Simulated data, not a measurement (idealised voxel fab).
process module | voxel self aligned vias
cross-section cut | 210 nm wide | cells 5 nm
A cross-section is a grid of square cells, given in bands from the top down. A band is one or more rows of cells.
Each band's line starts with the height of the band's top and of its bottom, in nm. Then come its materials from left to right, each with its width in nm. One material with "throughout" fills the band from edge to edge. "air" is empty space.
Height 0 is the level under which the wafer as received is all one material. The lowest band goes on downwards, as in "0 down".
A width such as "30 to 40" changes by the same amount from each row of cells to the next, from the band's top row to its bottom row.
"no change" after a step means that no cell of the cross-section changed.
closed voids: empty space of 8 cells or more with no open way to the top, each as width x height at its distance from the left edge, in nm
after a step's settings: what the simulator itself notes on the step
overlay nm, on a step with a mask: how far to the right of its planned place the mask lay; to the left if negative
plan
1 op RECEIVE | material Si
2 op CONFORMAL_DEP | material SiO2 | thk nm 15
3 op CONFORMAL_DEP | material SiCN | thk nm 5
4 op DIRECTIONAL_DEP | material lowk | thk nm 20
5 op DIRECTIONAL_DEP | material aC | thk nm 10
6 op PATTERN | tone open | mask id LINES | material resist | width nm 25 | pitch nm 65 | thk nm 25 | overlay nm 0
7 op DIRECTIONAL_ETCH | etch materials aC | depth nm 10
8 op STRIP | etch materials resist
9 op DIRECTIONAL_ETCH | etch materials lowk | depth nm 20
10 op STRIP | etch materials aC
11 op CONFORMAL_DEP | material TiN | thk nm 5
12 op FILL_DEP | material Ru | thk nm 10
13 op CMP | height nm 40
14 op SELECTIVE_ETCH | etch materials W Ru TiN | depth nm 10
15 op FILL_DEP | material SiN | thk nm 10
16 op CMP | height nm 40
17 op DIRECTIONAL_DEP | material lowk | thk nm 15
18 op PATTERN | tone open | mask id VIAS | material resist | width nm 45 | pitch nm 65 | thk nm 15 | overlay nm 0
19 op DIRECTIONAL_ETCH | etch materials lowk | depth nm 15
20 op DIRECTIONAL_ETCH | etch materials SiN | depth nm 10
21 op STRIP | etch materials resist
22 op CONFORMAL_DEP | material TiN | thk nm 5
23 op FILL_DEP | material W | thk nm 5
24 op CMP | height nm 55
25 op CONFORMAL_DEP | material SiN | thk nm 5
as received, after step 1
  0 down: Si throughout
  closed voids: none
a wafer at the end: this start, this plan, one mistake
  60 to 55: SiN throughout
  55 to 40: lowk 15 | TiN 5 | W 35 | TiN 5 | lowk 20 | TiN 5 | W 35 | TiN 5 | lowk 20 | TiN 5 | W 35 | TiN 5 | lowk 20
  40 to 35: SiN 15 | TiN 15 | W 15 | TiN 15 | SiN 20 | TiN 15 | W 15 | TiN 15 | SiN 20 | TiN 15 | W 15 | TiN 15 | SiN 20
  35 to 30: lowk 25 | TiN 25 | lowk 40 | TiN 25 | lowk 40 | TiN 25 | lowk 30
  30 to 20: lowk 25 | TiN 5 | Ru 15 | TiN 5 | lowk 40 | TiN 5 | Ru 15 | TiN 5 | lowk 40 | TiN 5 | Ru 15 | TiN 5 | lowk 30
  20 to 15: lowk 25 | TiN 25 | lowk 40 | TiN 25 | lowk 40 | TiN 25 | lowk 30
  15 to 0: SiO2 throughout
  0 down: Si throughout
  closed voids: none
what went wrong: step 3 was left out
